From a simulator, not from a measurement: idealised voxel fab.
This section sets out a process module, namely voxel lift off.
Shown is cross-section cut, with a width of 285 nm and square cells of size 5 nm.
In this document a cross-section is written as a grid of square cells. It is given as a series of bands, listed from the top down, and a band is one or more rows of cells.
Basically the band line says how high the top is and how high the bottom is, in nm, and then what's in it from left to right, every material with its width in nm. Empty space shows up as "empty", and if a single material carries "everywhere" it runs the full band edge to edge.
Heads up on the height convention: 0 is the point under which the incoming wafer is all one material, and the lowest band has no bottom, it just keeps going down, like "0 nm and below".
Read "30->40" as a graded width: first number on top, second number at the bottom, same change between each pair of neighbouring rows.
"no alteration" for a step: no cell of the cross-section changed in that step.
The entry "Closed void catalog" lists the empty spaces that cover at least 8 cells and have no open path to the top. Each is written as width x height at distance, where the distance is measured from the left edge and all three values are in nm.
Read whatever lies past the settings on a step's line as the simulator's own remark about the step.
overlay nm: where the mask lay relative to plan, measured to the right, on steps with a mask; negatives go left.
Below is the list of planned process steps:
| 1 | RECEIVE, material Si |
| 2 | CONFORMAL_DEP, material SiO2, thk nm 5 |
| 3 | PATTERN, tone open, mask id LINES, material resist, width nm 15, pitch nm 30, thk nm 20, overlay nm 0 |
| 4 | DIRECTIONAL_DEP, material Ru, thk nm 10 |
| 5 | STRIP, etch materials resist |
| 6 | CONFORMAL_DEP, material SiO2, thk nm 5 |
First of two wafers - as planned:
The cross-section here shows the wafer as received, i.e. in its state after step 1:
> 0 nm and below = Si everywhere
> Closed void catalog: none
Cross-section of the wafer subsequent to step 2:
> 5 nm to 0 nm = SiO2 everywhere
> At heights below 0, the structure remains unaltered.
Cross-section of the wafer subsequent to step 3:
> 25 nm to 5 nm = 105 of resist, 15 of empty, 15 of resist, 15 of empty, 15 of resist, 15 of empty, 105 of resist
> At heights below 5, the structure remains unaltered.
Cross-section of the wafer subsequent to step 4:
> 35 nm to 25 nm = 105 of Ru, 15 of empty, 15 of Ru, 15 of empty, 15 of Ru, 15 of empty, 105 of Ru
> 25 nm to 15 nm = 105 of resist, 15 of empty, 15 of resist, 15 of empty, 15 of resist, 15 of empty, 105 of resist
> 15 nm to 5 nm = 105 of resist, 15 of Ru, 15 of resist, 15 of Ru, 15 of resist, 15 of Ru, 105 of resist
> At heights below 5, the structure remains unaltered.
Cross-section of the wafer subsequent to step 5:
> 15 nm to 5 nm = 105 of empty, 15 of Ru, 15 of empty, 15 of Ru, 15 of empty, 15 of Ru, 105 of empty
> At heights below 5, the structure remains unaltered.
Cross-section of the wafer subsequent to step 6:
> 20 nm to 15 nm = 100 of empty, 25 of SiO2, 5 of empty, 25 of SiO2, 5 of empty, 25 of SiO2, 100 of empty
> 15 nm to 10 nm = 100 of empty, 5 of SiO2, 15 of Ru, 5 of SiO2, 5 of empty, 5 of SiO2, 15 of Ru, 5 of SiO2, 5 of empty, 5 of SiO2, 15 of Ru, 5 of SiO2, 100 of empty
> 10 nm to 5 nm = 105 of SiO2, 15 of Ru, 15 of SiO2, 15 of Ru, 15 of SiO2, 15 of Ru, 105 of SiO2
> At heights below 5, the structure remains unaltered.
Wafer two. Identical start, identical plan. One mistake in execution. Identical history through step 4:
Here is the second wafer in cross-section at the point where step 5 of the plan should have been done:
> 15 nm to 5 nm = 105 of empty, 15 of Ru, 15 of empty, 15 of Ru, 15 of empty, 15 of Ru, 105 of empty
> At heights below 5, the structure remains unaltered.
Here is the second wafer in cross-section at the point where step 6 of the plan should have been done:
> 20 nm to 15 nm = 100 of empty, 25 of SiO2, 5 of empty, 25 of SiO2, 5 of empty, 25 of SiO2, 100 of empty
> 15 nm to 10 nm = 100 of empty, 5 of SiO2, 15 of Ru, 5 of SiO2, 5 of empty, 5 of SiO2, 15 of Ru, 5 of SiO2, 5 of empty, 5 of SiO2, 15 of Ru, 5 of SiO2, 100 of empty
> 10 nm to 5 nm = 105 of SiO2, 15 of Ru, 15 of SiO2, 15 of Ru, 15 of SiO2, 15 of Ru, 105 of SiO2
> At heights below 5, the structure remains unaltered.
Which mistake was made when the wafer was run? step 5 of the plan was performed twice
The two wafers finish with the same cross-section, and therefore the mistake leaves the computed outcome of this model unchanged.
